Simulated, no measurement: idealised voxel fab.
Documented hereafter: the process module known as voxel gate over fins.
Each square cell in cross-section cut measures 5 nm, and the section as a whole is 280 nm wide.
When this document writes out a cross-section, it uses a grid of square cells and lists it as bands, beginning at the top and moving down, with a band standing for one or more rows of cells. Heights first: top, then bottom, in nm. Then materials, left to right, each with a width in nm. "throughout" on a single material: fills the band edge to edge. "air": empty space. Heights from 0 (as-received wafer is one material below). Bottom band endless downward, as "top 0, no bottom". The notation "30 to 40" denotes a width that varies across the rows of cells in the band, beginning at the first number in the top row, finishing at the second number in the bottom row, and changing by an identical amount from each row to the next. Given "all unchanged" for a step, no cell of the cross-section differs between before and after that step. Closed empty spaces (no open way to the top) of 8 cells or more are what "Enclosed cavities" lists, each as width x height at distance from the left edge, nm for all three. Anything after a step's settings on that line? It's the simulator's own note about the step. The line of a step may include "overlay nm". On a step with a mask, this value is how far to the right of its planned place the mask lay. A negative value means the mask lay to the left.
## The steps planned for the process are as follows
1 RECEIVE [material Si]
2 CONFORMAL_DEP [material SiN] [thk nm 10]
3 DIRECTIONAL_DEP [material aC] [thk nm 15]
4 PATTERN [tone cover] [mask id FINS] [material resist] [width nm 15] [pitch nm 50] [thk nm 30] [overlay nm 0]
5 DIRECTIONAL_ETCH [etch materials aC] [depth nm 15]
6 STRIP [etch materials resist]
7 DIRECTIONAL_ETCH [etch materials SiN] [depth nm 10]
8 DIRECTIONAL_ETCH [etch materials Si] [depth nm 30]
9 STRIP [etch materials aC]
10 OXIDIZE [depth nm 5]
11 FILL_DEP [material SiO2] [thk nm 15]
12 CMP [height nm 10]
13 MASKED_ETCH [tone open] [mask id RAIL] [width nm 15] [etch materials SiO2] [depth nm 35] [overlay nm 0]
14 CONFORMAL_DEP [material TiN] [thk nm 5]
15 FILL_DEP [material W] [thk nm 5]
16 CMP [height nm 10]
17 SELECTIVE_ETCH [etch materials W Ru TiN] [depth nm 25]
18 FILL_DEP [material SiO2] [thk nm 5]
19 CMP [height nm 10]
20 SELECTIVE_ETCH [etch materials SiO2] [depth nm 20]
21 STRIP [etch materials SiN]
22 CONFORMAL_DEP [material HfO2] [thk nm 5]
23 CONFORMAL_DEP [material TiN] [thk nm 5]
24 FILL_DEP [material W] [thk nm 15]
25 CMP [height nm 20]
26 CONFORMAL_DEP [material SiN] [thk nm 5]
## Of two wafers, the first: run according to plan
## Received-state cross-section, reflecting completion of step 1
	top 0, no bottom: Si throughout
	Enclosed cavities: none
## Cross-section of the wafer subsequent to step 2
	top 10, bottom 0: SiN throughout
	Note: structure below 0 unchanged.
## Cross-section of the wafer subsequent to step 3
	top 25, bottom 10: aC throughout
	Note: structure below 10 unchanged.
## Cross-section of the wafer subsequent to step 4
	top 55, bottom 25: air 55, resist 15, air 35, resist 15, air 35, resist 15, air 35, resist 15, air 60
	Note: structure below 25 unchanged.
## Cross-section of the wafer subsequent to step 5
	top 40, bottom 25: air 55, resist 15, air 35, resist 15, air 35, resist 15, air 35, resist 15, air 60
	top 25, bottom 10: air 55, aC 15, air 35, aC 15, air 35, aC 15, air 35, aC 15, air 60
	Note: structure below 10 unchanged.
## Cross-section of the wafer subsequent to step 6
	top 25, bottom 10: air 55, aC 15, air 35, aC 15, air 35, aC 15, air 35, aC 15, air 60
	Note: structure below 10 unchanged.
## Cross-section of the wafer subsequent to step 7
	top 25, bottom 10: air 55, aC 15, air 35, aC 15, air 35, aC 15, air 35, aC 15, air 60
	top 10, bottom 0: air 55, SiN 15, air 35, SiN 15, air 35, SiN 15, air 35, SiN 15, air 60
	Note: structure below 0 unchanged.
## Cross-section of the wafer subsequent to step 8
	top 25, bottom 10: air 55, aC 15, air 35, aC 15, air 35, aC 15, air 35, aC 15, air 60
	top 10, bottom 0: air 55, SiN 15, air 35, SiN 15, air 35, SiN 15, air 35, SiN 15, air 60
	top 0, bottom -30: air 55, Si 15, air 35, Si 15, air 35, Si 15, air 35, Si 15, air 60
	Note: structure below -30 unchanged.
## Cross-section of the wafer subsequent to step 9
	top 10, bottom 0: air 55, SiN 15, air 35, SiN 15, air 35, SiN 15, air 35, SiN 15, air 60
	Note: structure below 0 unchanged.
## Cross-section of the wafer subsequent to step 10
	top 10, bottom 0: air 55, SiN 15, air 35, SiN 15, air 35, SiN 15, air 35, SiN 15, air 60
	top 0, bottom -30: air 55, SiO2 5, Si 5, SiO2 5, air 35, SiO2 5, Si 5, SiO2 5, air 35, SiO2 5, Si 5, SiO2 5, air 35, SiO2 5, Si 5, SiO2 5, air 60
	top -30, bottom -35: SiO2 60, Si 5, SiO2 45, Si 5, SiO2 45, Si 5, SiO2 45, Si 5, SiO2 65
	Note: structure below -35 unchanged.
## Cross-section of the wafer subsequent to step 11
	top 25, bottom 10: SiO2 throughout
	top 10, bottom 0: SiO2 55, SiN 15, SiO2 35, SiN 15, SiO2 35, SiN 15, SiO2 35, SiN 15, SiO2 60
	top 0, bottom -35: SiO2 60, Si 5, SiO2 45, Si 5, SiO2 45, Si 5, SiO2 45, Si 5, SiO2 65
	Note: structure below -35 unchanged.
## Cross-section of the wafer subsequent to step 12
	top 10, bottom 0: SiO2 55, SiN 15, SiO2 35, SiN 15, SiO2 35, SiN 15, SiO2 35, SiN 15, SiO2 60
	Note: structure below 0 unchanged.
## Cross-section of the wafer subsequent to step 13
	top 10, bottom 0: SiO2 55, SiN 15, SiO2 10, air 15, SiO2 10, SiN 15, SiO2 35, SiN 15, SiO2 35, SiN 15, SiO2 60
	top 0, bottom -25: SiO2 60, Si 5, SiO2 15, air 15, SiO2 15, Si 5, SiO2 45, Si 5, SiO2 45, Si 5, SiO2 65
	Note: structure below -25 unchanged.
## Cross-section of the wafer subsequent to step 14
	top 15, bottom 10: TiN 85, air 5, TiN 190
	top 10, bottom 0: SiO2 55, SiN 15, SiO2 10, TiN 5, air 5, TiN 5, SiO2 10, SiN 15, SiO2 35, SiN 15, SiO2 35, SiN 15, SiO2 60
	top 0, bottom -20: SiO2 60, Si 5, SiO2 15, TiN 5, air 5, TiN 5, SiO2 15, Si 5, SiO2 45, Si 5, SiO2 45, Si 5, SiO2 65
	top -20, bottom -25: SiO2 60, Si 5, SiO2 15, TiN 15, SiO2 15, Si 5, SiO2 45, Si 5, SiO2 45, Si 5, SiO2 65
	Note: structure below -25 unchanged.
## Cross-section of the wafer subsequent to step 15
	top 20, bottom 15: W throughout
	top 15, bottom 10: TiN 85, W 5, TiN 190
	top 10, bottom 0: SiO2 55, SiN 15, SiO2 10, TiN 5, W 5, TiN 5, SiO2 10, SiN 15, SiO2 35, SiN 15, SiO2 35, SiN 15, SiO2 60
	top 0, bottom -20: SiO2 60, Si 5, SiO2 15, TiN 5, W 5, TiN 5, SiO2 15, Si 5, SiO2 45, Si 5, SiO2 45, Si 5, SiO2 65
	Note: structure below -20 unchanged.
## Cross-section of the wafer subsequent to step 16
	top 10, bottom 0: SiO2 55, SiN 15, SiO2 10, TiN 5, W 5, TiN 5, SiO2 10, SiN 15, SiO2 35, SiN 15, SiO2 35, SiN 15, SiO2 60
	Note: structure below 0 unchanged.
## Cross-section of the wafer subsequent to step 17
	top 10, bottom 0: SiO2 55, SiN 15, SiO2 10, air 15, SiO2 10, SiN 15, SiO2 35, SiN 15, SiO2 35, SiN 15, SiO2 60
	top 0, bottom -15: SiO2 60, Si 5, SiO2 15, air 15, SiO2 15, Si 5, SiO2 45, Si 5, SiO2 45, Si 5, SiO2 65
	Note: structure below -15 unchanged.
## Cross-section of the wafer subsequent to step 18
	top 15, bottom 10: SiO2 throughout
	top 10, bottom 0: SiO2 55, SiN 15, SiO2 35, SiN 15, SiO2 35, SiN 15, SiO2 35, SiN 15, SiO2 60
	top 0, bottom -15: SiO2 60, Si 5, SiO2 45, Si 5, SiO2 45, Si 5, SiO2 45, Si 5, SiO2 65
	Note: structure below -15 unchanged.
## Cross-section of the wafer subsequent to step 19
	top 10, bottom 0: SiO2 55, SiN 15, SiO2 35, SiN 15, SiO2 35, SiN 15, SiO2 35, SiN 15, SiO2 60
	Note: structure below 0 unchanged.
## Cross-section of the wafer subsequent to step 20
	top 10, bottom 0: air 55, SiN 15, air 35, SiN 15, air 35, SiN 15, air 35, SiN 15, air 60
	top 0, bottom -10: air 60, Si 5, air 45, Si 5, air 45, Si 5, air 45, Si 5, air 65
	Note: structure below -10 unchanged.
## Cross-section of the wafer subsequent to step 21
	top 0, bottom -10: air 60, Si 5, air 45, Si 5, air 45, Si 5, air 45, Si 5, air 65
	Note: structure below -10 unchanged.
## Cross-section of the wafer subsequent to step 22
	top 5, bottom 0: air 55, HfO2 15, air 35, HfO2 15, air 35, HfO2 15, air 35, HfO2 15, air 60
	top 0, bottom -5: air 55, HfO2 5, Si 5, HfO2 5, air 35, HfO2 5, Si 5, HfO2 5, air 35, HfO2 5, Si 5, HfO2 5, air 35, HfO2 5, Si 5, HfO2 5, air 60
	top -5, bottom -10: HfO2 60, Si 5, HfO2 45, Si 5, HfO2 45, Si 5, HfO2 45, Si 5, HfO2 65
	Note: structure below -10 unchanged.
## Cross-section of the wafer subsequent to step 23
	top 10, bottom 5: air 50, TiN 25, air 25, TiN 25, air 25, TiN 25, air 25, TiN 25, air 55
	top 5, bottom 0: air 50, TiN 5, HfO2 15, TiN 5, air 25, TiN 5, HfO2 15, TiN 5, air 25, TiN 5, HfO2 15, TiN 5, air 25, TiN 5, HfO2 15, TiN 5, air 55
	top 0, bottom -5: TiN 55, HfO2 5, Si 5, HfO2 5, TiN 35, HfO2 5, Si 5, HfO2 5, TiN 35, HfO2 5, Si 5, HfO2 5, TiN 35, HfO2 5, Si 5, HfO2 5, TiN 60
	Note: structure below -5 unchanged.
## Cross-section of the wafer subsequent to step 24
	top 25, bottom 10: W throughout
	top 10, bottom 5: W 50, TiN 25, W 25, TiN 25, W 25, TiN 25, W 25, TiN 25, W 55
	top 5, bottom 0: W 50, TiN 5, HfO2 15, TiN 5, W 25, TiN 5, HfO2 15, TiN 5, W 25, TiN 5, HfO2 15, TiN 5, W 25, TiN 5, HfO2 15, TiN 5, W 55
	Note: structure below 0 unchanged.
## Cross-section of the wafer subsequent to step 25
	top 20, bottom 10: W throughout
	Note: structure below 10 unchanged.
## Cross-section of the wafer subsequent to step 26
	top 25, bottom 20: SiN throughout
	Note: structure below 20 unchanged.
## Second of two: same start, same plan, one run error; steps up to and including 3 match the first
## Cross-section of the second wafer at the time by which step 4 should have been completed according to the plan
	top 55, bottom 25: resist 55, air 15, resist 35, air 15, resist 35, air 15, resist 35, air 15, resist 60
	Note: structure below 25 unchanged.
## Cross-section of the second wafer at the time by which step 5 should have been completed according to the plan
	top 40, bottom 25: resist 55, air 15, resist 35, air 15, resist 35, air 15, resist 35, air 15, resist 60
	top 25, bottom 10: aC 55, air 15, aC 35, air 15, aC 35, air 15, aC 35, air 15, aC 60
	Note: structure below 10 unchanged.
## Cross-section of the second wafer at the time by which step 6 should have been completed according to the plan
	top 25, bottom 10: aC 55, air 15, aC 35, air 15, aC 35, air 15, aC 35, air 15, aC 60
	Note: structure below 10 unchanged.
## Cross-section of the second wafer at the time by which step 7 should have been completed according to the plan
	top 25, bottom 10: aC 55, air 15, aC 35, air 15, aC 35, air 15, aC 35, air 15, aC 60
	top 10, bottom 0: SiN 55, air 15, SiN 35, air 15, SiN 35, air 15, SiN 35, air 15, SiN 60
	Note: structure below 0 unchanged.
## Cross-section of the second wafer at the time by which step 8 should have been completed according to the plan
	top 25, bottom 10: aC 55, air 15, aC 35, air 15, aC 35, air 15, aC 35, air 15, aC 60
	top 10, bottom 0: SiN 55, air 15, SiN 35, air 15, SiN 35, air 15, SiN 35, air 15, SiN 60
	top 0, bottom -30: Si 55, air 15, Si 35, air 15, Si 35, air 15, Si 35, air 15, Si 60
	Note: structure below -30 unchanged.
## Cross-section of the second wafer at the time by which step 9 should have been completed according to the plan
	top 10, bottom 0: SiN 55, air 15, SiN 35, air 15, SiN 35, air 15, SiN 35, air 15, SiN 60
	Note: structure below 0 unchanged.
## Cross-section of the second wafer at the time by which step 10 should have been completed according to the plan
	top 10, bottom 0: SiN 55, air 15, SiN 35, air 15, SiN 35, air 15, SiN 35, air 15, SiN 60
	top 0, bottom -30: Si 50, SiO2 5, air 15, SiO2 5, Si 25, SiO2 5, air 15, SiO2 5, Si 25, SiO2 5, air 15, SiO2 5, Si 25, SiO2 5, air 15, SiO2 5, Si 55
	top -30, bottom -35: Si 50, SiO2 25, Si 25, SiO2 25, Si 25, SiO2 25, Si 25, SiO2 25, Si 55
	Note: structure below -35 unchanged.
## Cross-section of the second wafer at the time by which step 11 should have been completed according to the plan
	top 25, bottom 10: SiO2 throughout
	top 10, bottom 0: SiN 55, SiO2 15, SiN 35, SiO2 15, SiN 35, SiO2 15, SiN 35, SiO2 15, SiN 60
	top 0, bottom -35: Si 50, SiO2 25, Si 25, SiO2 25, Si 25, SiO2 25, Si 25, SiO2 25, Si 55
	Note: structure below -35 unchanged.
## Cross-section of the second wafer at the time by which step 12 should have been completed according to the plan
	top 10, bottom 0: SiN 55, SiO2 15, SiN 35, SiO2 15, SiN 35, SiO2 15, SiN 35, SiO2 15, SiN 60
	Note: structure below 0 unchanged.
Cross-section of the second wafer at the time by which step 13 should have been completed according to the plan: all unchanged
## Cross-section of the second wafer at the time by which step 14 should have been completed according to the plan
	top 15, bottom 10: TiN throughout
	Note: structure below 10 unchanged.
## Cross-section of the second wafer at the time by which step 15 should have been completed according to the plan
	top 20, bottom 15: W throughout
	Note: structure below 15 unchanged.
## Cross-section of the second wafer at the time by which step 16 should have been completed according to the plan
	top 10, bottom 0: SiN 55, SiO2 15, SiN 35, SiO2 15, SiN 35, SiO2 15, SiN 35, SiO2 15, SiN 60
	Note: structure below 0 unchanged.
Cross-section of the second wafer at the time by which step 17 should have been completed according to the plan: all unchanged
## Cross-section of the second wafer at the time by which step 18 should have been completed according to the plan
	top 15, bottom 10: SiO2 throughout
	Note: structure below 10 unchanged.
## Cross-section of the second wafer at the time by which step 19 should have been completed according to the plan
	top 10, bottom 0: SiN 55, SiO2 15, SiN 35, SiO2 15, SiN 35, SiO2 15, SiN 35, SiO2 15, SiN 60
	Note: structure below 0 unchanged.
## Cross-section of the second wafer at the time by which step 20 should have been completed according to the plan
	top 10, bottom 0: SiN 55, air 15, SiN 35, air 15, SiN 35, air 15, SiN 35, air 15, SiN 60
	top 0, bottom -10: Si 50, air 25, Si 25, air 25, Si 25, air 25, Si 25, air 25, Si 55
	Note: structure below -10 unchanged.
## Cross-section of the second wafer at the time by which step 21 should have been completed according to the plan
	top 0, bottom -10: Si 50, air 25, Si 25, air 25, Si 25, air 25, Si 25, air 25, Si 55
	Note: structure below -10 unchanged.
## Cross-section of the second wafer at the time by which step 22 should have been completed according to the plan
	top 5, bottom 0: HfO2 55, air 15, HfO2 35, air 15, HfO2 35, air 15, HfO2 35, air 15, HfO2 60
	top 0, bottom -5: Si 50, HfO2 5, air 15, HfO2 5, Si 25, HfO2 5, air 15, HfO2 5, Si 25, HfO2 5, air 15, HfO2 5, Si 25, HfO2 5, air 15, HfO2 5, Si 55
	top -5, bottom -10: Si 50, HfO2 25, Si 25, HfO2 25, Si 25, HfO2 25, Si 25, HfO2 25, Si 55
	Note: structure below -10 unchanged.
## Cross-section of the second wafer at the time by which step 23 should have been completed according to the plan
	top 10, bottom 5: TiN 60, air 5, TiN 45, air 5, TiN 45, air 5, TiN 45, air 5, TiN 65
	top 5, bottom 0: HfO2 55, TiN 5, air 5, TiN 5, HfO2 35, TiN 5, air 5, TiN 5, HfO2 35, TiN 5, air 5, TiN 5, HfO2 35, TiN 5, air 5, TiN 5, HfO2 60
	top 0, bottom -5: Si 50, HfO2 5, TiN 15, HfO2 5, Si 25, HfO2 5, TiN 15, HfO2 5, Si 25, HfO2 5, TiN 15, HfO2 5, Si 25, HfO2 5, TiN 15, HfO2 5, Si 55
	Note: structure below -5 unchanged.
## Cross-section of the second wafer at the time by which step 24 should have been completed according to the plan
	top 25, bottom 10: W throughout
	top 10, bottom 5: TiN 60, W 5, TiN 45, W 5, TiN 45, W 5, TiN 45, W 5, TiN 65
	top 5, bottom 0: HfO2 55, TiN 5, W 5, TiN 5, HfO2 35, TiN 5, W 5, TiN 5, HfO2 35, TiN 5, W 5, TiN 5, HfO2 35, TiN 5, W 5, TiN 5, HfO2 60
	Note: structure below 0 unchanged.
## Cross-section of the second wafer at the time by which step 25 should have been completed according to the plan
	top 20, bottom 10: W throughout
	Note: structure below 10 unchanged.
## Cross-section of the second wafer at the time by which step 26 should have been completed according to the plan
	top 25, bottom 20: SiN throughout
	Note: structure below 20 unchanged.
Error vs. plan: the process deviated at step 4: the operation and settings actually run there were PATTERN [tone open] [mask id FINS] [material resist] [width nm 15] [pitch nm 50] [thk nm 30] [overlay nm 0]
Final difference in cells, second wafer against first, listed per material as more or fewer: Si +224, SiO2 -154, TiN -5, W -65
